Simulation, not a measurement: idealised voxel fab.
A process module follows: voxel released beams.
Section cut is 265 nm wide and gridded with 5 nm square cells.
The cross-sections in this document take the form of a grid made of square cells. They are written out as bands, in order from top to bottom. Each band consists of one or more rows of cells. This entry defines a band. It first specifies the height of the band's top and the height of its bottom in nm, and then specifies the band's materials from left to right, stating each material with its width in nm. The word "edge to edge" identifies a single material that fills the band from edge to edge, while the word "air" identifies empty space. Where do heights start? At 0: under that level the wafer as delivered is made of one material only. And the lowest band has no floor; it just carries on downward, as in "0 down". With a width like "30 to 40", each row of cells in the band differs from the next by the same amount, the top row carrying the first number and the bottom row the second. Basically "everything unchanged" means that step didn't change any cell in the cross-section. For the entry "Fully enclosed voids", the listed items are empty spaces with no open way to the top whose size is 8 cells or more; each item follows the pattern width x height at distance, where distance is from the left edge and all three are in nm. Heads up: the bit after the settings on a step's line is the simulator's remark on that step. The line of a step may include "overlay nm". On a step with a mask, this value is how far to the right of its planned place the mask lay. A negative value means the mask lay to the left.

# Intended process steps
1 RECEIVE (material Si)
2 CONFORMAL_DEP (material SiN; thk nm 5)
3 DIRECTIONAL_DEP (material SiO2; thk nm 20)
4 DIRECTIONAL_DEP (material aC; thk nm 10)
5 PATTERN (tone open; mask id ANCHOR; material resist; width nm 25; thk nm 25; overlay nm 0)
6 DIRECTIONAL_ETCH (etch materials aC; depth nm 10)
7 STRIP (etch materials resist)
8 DIRECTIONAL_ETCH (etch materials SiO2; depth nm 20)
9 STRIP (etch materials aC)
10 CONFORMAL_DEP (material W; thk nm 10)
11 MASKED_ETCH (tone cover; mask id BEAM; width nm 95; etch materials W; depth nm 10; overlay nm 0)
12 STRIP (etch materials SiO2)

# So, the first of our two wafers, run just as we planned it

# Wafer cross-section on receipt, i.e. after step 1
- 0 down  Si edge to edge
- Fully enclosed voids: none

# How the wafer stands in section after step 2
- 5 to 0  SiN edge to edge
- Everything under 0 stays put, no change at all.

# How the wafer stands in section after step 3
- 25 to 5  SiO2 edge to edge
- Everything under 5 stays put, no change at all.

# How the wafer stands in section after step 4
- 35 to 25  aC edge to edge
- Everything under 25 stays put, no change at all.

# How the wafer stands in section after step 5
- 60 to 35  resist: 85; air: 25; resist: 155
- Everything under 35 stays put, no change at all.

# How the wafer stands in section after step 6
- 50 to 35  resist: 85; air: 25; resist: 155
- 35 to 25  aC: 85; air: 25; aC: 155
- Everything under 25 stays put, no change at all.

# How the wafer stands in section after step 7
- 35 to 25  aC: 85; air: 25; aC: 155
- Everything under 25 stays put, no change at all.

# How the wafer stands in section after step 8
- 35 to 25  aC: 85; air: 25; aC: 155
- 25 to 5  SiO2: 85; air: 25; SiO2: 155
- Everything under 5 stays put, no change at all.

# How the wafer stands in section after step 9
- 25 to 5  SiO2: 85; air: 25; SiO2: 155
- Everything under 5 stays put, no change at all.

# How the wafer stands in section after step 10
- 35 to 25  W: 95; air: 5; W: 165
- 25 to 15  SiO2: 85; W: 10; air: 5; W: 10; SiO2: 155
- 15 to 5  SiO2: 85; W: 25; SiO2: 155
- Everything under 5 stays put, no change at all.

# How the wafer stands in section after step 11
- 35 to 25  air: 80; W: 15; air: 5; W: 75; air: 90
- Everything under 25 stays put, no change at all.

# How the wafer stands in section after step 12
- 35 to 25  air: 80; W: 15; air: 5; W: 75; air: 90
- 25 to 15  air: 85; W: 10; air: 5; W: 10; air: 155
- 15 to 5  air: 85; W: 25; air: 155
- Everything under 5 stays put, no change at all.

# second wafer: like start, like plan, one mistake. Through step 10 it matches the first wafer

# Cross-section: second wafer, time at which step 11 was scheduled to end
- 35 to 25  air: 75; W: 20; air: 5; W: 80; air: 85
- Everything under 25 stays put, no change at all.

# Cross-section: second wafer, time at which step 12 was scheduled to end
- 35 to 25  air: 75; W: 20; air: 5; W: 80; air: 85
- 25 to 15  air: 85; W: 10; air: 5; W: 10; air: 155
- 15 to 5  air: 85; W: 25; air: 155
- Everything under 5 stays put, no change at all.
So what did we get wrong on this run? step 11 did not use the planned setting and instead ran as MASKED_ETCH (tone cover; mask id BEAM; width nm 105; etch materials W; depth nm 10; overlay nm 0)
End check, counted in cells, second wafer has more or fewer of these materials than the first: +4 W
